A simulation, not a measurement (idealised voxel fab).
The name of this process module is voxel gate over fins.
Xsec cut, 140 nm wide, square cell size 5 nm.
A cross-section in this document is a grid of square cells, and it is written down as bands, the top band listed before the ones below it; a band is made up of one or more rows of cells.
Top, bottom (nm), then materials left to right with widths (nm); lone material tagged "throughout" fills the whole band edge to edge; "air" = empty space.
The level at which height equals 0 is the one under which the wafer, as it arrives, is entirely one material. No lower edge exists for the bottom band, which continues downward and is notated as in "top 0, no bottom".
A width given as "30->40" starts at the first number in the band's top row and ends at the second number in its bottom row, shifting by an equal amount at every step from row to row.
The cross-section has no changed cell in any step marked "same as before".
In the "Closed cavities" entry, you get each enclosed empty space of 8 cells or more, one with no open way to the top, written width x height at distance, distance from the left edge, in nm.
Note: text after step settings on the step line = simulator remark on that step.
A step line may carry the setting "overlay nm", which, for steps involving a mask, states the distance by which the mask lay to the right of its intended position; negative values denote displacement to the left.
## Set out below are the planned steps of the process
- 1: RECEIVE | material Si
- 2: CONFORMAL_DEP | material SiN | thk nm 5
- 3: MASKED_ETCH | tone cover | mask id FINS | width nm 15 | pitch nm 45 | etch materials SiN | depth nm 5 | overlay nm 0
- 4: MASKED_ETCH | tone cover | mask id FINS | width nm 15 | pitch nm 45 | etch materials Si | depth nm 40 | overlay nm 0
- 5: OXIDIZE | depth nm 5
- 6: FILL_DEP | material SiO2 | thk nm 5
- 7: CMP | height nm 5
- 8: SELECTIVE_ETCH | etch materials SiO2 | depth nm 20
- 9: STRIP | etch materials SiN
- 10: CONFORMAL_DEP | material HfO2 | thk nm 5
- 11: CONFORMAL_DEP | material TiN | thk nm 5
- 12: FILL_DEP | material W | thk nm 15
- 13: CMP | height nm 20
- 14: CONFORMAL_DEP | material SiN | thk nm 10
## First out of two wafers; run went to plan
## Wafer as received: cross-section following step 1
* top 0, no bottom  Si throughout
* Closed cavities: none
## Wafer after step 2 (cross-section)
* top 5, bottom 0  SiN throughout
* below 0: unchanged
## Wafer after step 3 (cross-section)
* top 5, bottom 0  15 nm air, 15 nm SiN, 30 nm air, 15 nm SiN, 30 nm air, 15 nm SiN, 20 nm air
* below 0: unchanged
## Wafer after step 4 (cross-section)
* top 5, bottom 0  15 nm air, 15 nm SiN, 30 nm air, 15 nm SiN, 30 nm air, 15 nm SiN, 20 nm air
* top 0, bottom -40  15 nm air, 15 nm Si, 30 nm air, 15 nm Si, 30 nm air, 15 nm Si, 20 nm air
* below -40: unchanged
## Wafer after step 5 (cross-section)
* top 5, bottom 0  15 nm air, 15 nm SiN, 30 nm air, 15 nm SiN, 30 nm air, 15 nm SiN, 20 nm air
* top 0, bottom -40  15 nm air, 5 nm SiO2, 5 nm Si, 5 nm SiO2, 30 nm air, 5 nm SiO2, 5 nm Si, 5 nm SiO2, 30 nm air, 5 nm SiO2, 5 nm Si, 5 nm SiO2, 20 nm air
* top -40, bottom -45  20 nm SiO2, 5 nm Si, 40 nm SiO2, 5 nm Si, 40 nm SiO2, 5 nm Si, 25 nm SiO2
* below -45: unchanged
## Wafer after step 6 (cross-section)
* top 10, bottom 5  SiO2 throughout
* top 5, bottom 0  15 nm SiO2, 15 nm SiN, 30 nm SiO2, 15 nm SiN, 30 nm SiO2, 15 nm SiN, 20 nm SiO2
* top 0, bottom -45  20 nm SiO2, 5 nm Si, 40 nm SiO2, 5 nm Si, 40 nm SiO2, 5 nm Si, 25 nm SiO2
* below -45: unchanged
## Wafer after step 7 (cross-section)
* top 5, bottom 0  15 nm SiO2, 15 nm SiN, 30 nm SiO2, 15 nm SiN, 30 nm SiO2, 15 nm SiN, 20 nm SiO2
* below 0: unchanged
## Wafer after step 8 (cross-section)
* top 5, bottom 0  15 nm air, 15 nm SiN, 30 nm air, 15 nm SiN, 30 nm air, 15 nm SiN, 20 nm air
* top 0, bottom -15  20 nm air, 5 nm Si, 40 nm air, 5 nm Si, 40 nm air, 5 nm Si, 25 nm air
* below -15: unchanged
## Wafer after step 9 (cross-section)
* top 0, bottom -15  20 nm air, 5 nm Si, 40 nm air, 5 nm Si, 40 nm air, 5 nm Si, 25 nm air
* below -15: unchanged
## Wafer after step 10 (cross-section)
* top 5, bottom 0  15 nm air, 15 nm HfO2, 30 nm air, 15 nm HfO2, 30 nm air, 15 nm HfO2, 20 nm air
* top 0, bottom -10  15 nm air, 5 nm HfO2, 5 nm Si, 5 nm HfO2, 30 nm air, 5 nm HfO2, 5 nm Si, 5 nm HfO2, 30 nm air, 5 nm HfO2, 5 nm Si, 5 nm HfO2, 20 nm air
* top -10, bottom -15  20 nm HfO2, 5 nm Si, 40 nm HfO2, 5 nm Si, 40 nm HfO2, 5 nm Si, 25 nm HfO2
* below -15: unchanged
## Wafer after step 11 (cross-section)
* top 10, bottom 5  10 nm air, 25 nm TiN, 20 nm air, 25 nm TiN, 20 nm air, 25 nm TiN, 15 nm air
* top 5, bottom 0  10 nm air, 5 nm TiN, 15 nm HfO2, 5 nm TiN, 20 nm air, 5 nm TiN, 15 nm HfO2, 5 nm TiN, 20 nm air, 5 nm TiN, 15 nm HfO2, 5 nm TiN, 15 nm air
* top 0, bottom -5  10 nm air, 5 nm TiN, 5 nm HfO2, 5 nm Si, 5 nm HfO2, 5 nm TiN, 20 nm air, 5 nm TiN, 5 nm HfO2, 5 nm Si, 5 nm HfO2, 5 nm TiN, 20 nm air, 5 nm TiN, 5 nm HfO2, 5 nm Si, 5 nm HfO2, 5 nm TiN, 15 nm air
* top -5, bottom -10  15 nm TiN, 5 nm HfO2, 5 nm Si, 5 nm HfO2, 30 nm TiN, 5 nm HfO2, 5 nm Si, 5 nm HfO2, 30 nm TiN, 5 nm HfO2, 5 nm Si, 5 nm HfO2, 20 nm TiN
* below -10: unchanged
## Wafer after step 12 (cross-section)
* top 25, bottom 10  W throughout
* top 10, bottom 5  10 nm W, 25 nm TiN, 20 nm W, 25 nm TiN, 20 nm W, 25 nm TiN, 15 nm W
* top 5, bottom 0  10 nm W, 5 nm TiN, 15 nm HfO2, 5 nm TiN, 20 nm W, 5 nm TiN, 15 nm HfO2, 5 nm TiN, 20 nm W, 5 nm TiN, 15 nm HfO2, 5 nm TiN, 15 nm W
* top 0, bottom -5  10 nm W, 5 nm TiN, 5 nm HfO2, 5 nm Si, 5 nm HfO2, 5 nm TiN, 20 nm W, 5 nm TiN, 5 nm HfO2, 5 nm Si, 5 nm HfO2, 5 nm TiN, 20 nm W, 5 nm TiN, 5 nm HfO2, 5 nm Si, 5 nm HfO2, 5 nm TiN, 15 nm W
* below -5: unchanged
## Wafer after step 13 (cross-section)
* top 20, bottom 10  W throughout
* below 10: unchanged
## Wafer after step 14 (cross-section)
* top 30, bottom 20  SiN throughout
* below 20: unchanged
## The second wafer was prepared from the same starting point and under the same plan as the first; its processing contained one mistake, and it remains indistinguishable from the first wafer up to and including step 2
## Second wafer shown in cross-section at the time step 3 was slated to end
* top 5, bottom 0  15 nm SiN, 15 nm air, 30 nm SiN, 15 nm air, 30 nm SiN, 15 nm air, 20 nm SiN
* below 0: unchanged
Second wafer shown in cross-section at the time step 4 was slated to end: same as before
## Second wafer shown in cross-section at the time step 5 was slated to end
* top 5, bottom 0  15 nm SiN, 15 nm air, 30 nm SiN, 15 nm air, 30 nm SiN, 15 nm air, 20 nm SiN
* top 0, bottom -5  10 nm Si, 25 nm SiO2, 20 nm Si, 25 nm SiO2, 20 nm Si, 25 nm SiO2, 15 nm Si
* below -5: unchanged
## Second wafer shown in cross-section at the time step 6 was slated to end
* top 10, bottom 5  SiO2 throughout
* top 5, bottom 0  15 nm SiN, 15 nm SiO2, 30 nm SiN, 15 nm SiO2, 30 nm SiN, 15 nm SiO2, 20 nm SiN
* below 0: unchanged
## Second wafer shown in cross-section at the time step 7 was slated to end
* top 5, bottom 0  15 nm SiN, 15 nm SiO2, 30 nm SiN, 15 nm SiO2, 30 nm SiN, 15 nm SiO2, 20 nm SiN
* below 0: unchanged
## Second wafer shown in cross-section at the time step 8 was slated to end
* top 5, bottom 0  15 nm SiN, 15 nm air, 30 nm SiN, 15 nm air, 30 nm SiN, 15 nm air, 20 nm SiN
* top 0, bottom -5  10 nm Si, 25 nm air, 20 nm Si, 25 nm air, 20 nm Si, 25 nm air, 15 nm Si
* below -5: unchanged
## Second wafer shown in cross-section at the time step 9 was slated to end
* top 0, bottom -5  10 nm Si, 25 nm air, 20 nm Si, 25 nm air, 20 nm Si, 25 nm air, 15 nm Si
* below -5: unchanged
## Second wafer shown in cross-section at the time step 10 was slated to end
* top 5, bottom 0  15 nm HfO2, 15 nm air, 30 nm HfO2, 15 nm air, 30 nm HfO2, 15 nm air, 20 nm HfO2
* top 0, bottom -5  10 nm Si, 25 nm HfO2, 20 nm Si, 25 nm HfO2, 20 nm Si, 25 nm HfO2, 15 nm Si
* below -5: unchanged
## Second wafer shown in cross-section at the time step 11 was slated to end
* top 10, bottom 5  20 nm TiN, 5 nm air, 40 nm TiN, 5 nm air, 40 nm TiN, 5 nm air, 25 nm TiN
* top 5, bottom 0  15 nm HfO2, 15 nm TiN, 30 nm HfO2, 15 nm TiN, 30 nm HfO2, 15 nm TiN, 20 nm HfO2
* below 0: unchanged
## Second wafer shown in cross-section at the time step 12 was slated to end
* top 25, bottom 10  W throughout
* top 10, bottom 5  20 nm TiN, 5 nm W, 40 nm TiN, 5 nm W, 40 nm TiN, 5 nm W, 25 nm TiN
* below 5: unchanged
## Second wafer shown in cross-section at the time step 13 was slated to end
* top 20, bottom 10  W throughout
* below 10: unchanged
## Second wafer shown in cross-section at the time step 14 was slated to end
* top 30, bottom 20  SiN throughout
* below 20: unchanged
Nonconformance to the process plan: step 3 ran with different settings than intended, the actual operation and settings being MASKED_ETCH | tone open | mask id FINS | width nm 15 | pitch nm 45 | etch materials SiN | depth nm 5 | overlay nm 0
Looking at both finished wafers in cells, the second ends up ahead of or behind the first on some materials: HfO2 -12 | Si +210 | SiO2 -150 | TiN -12 | W -36
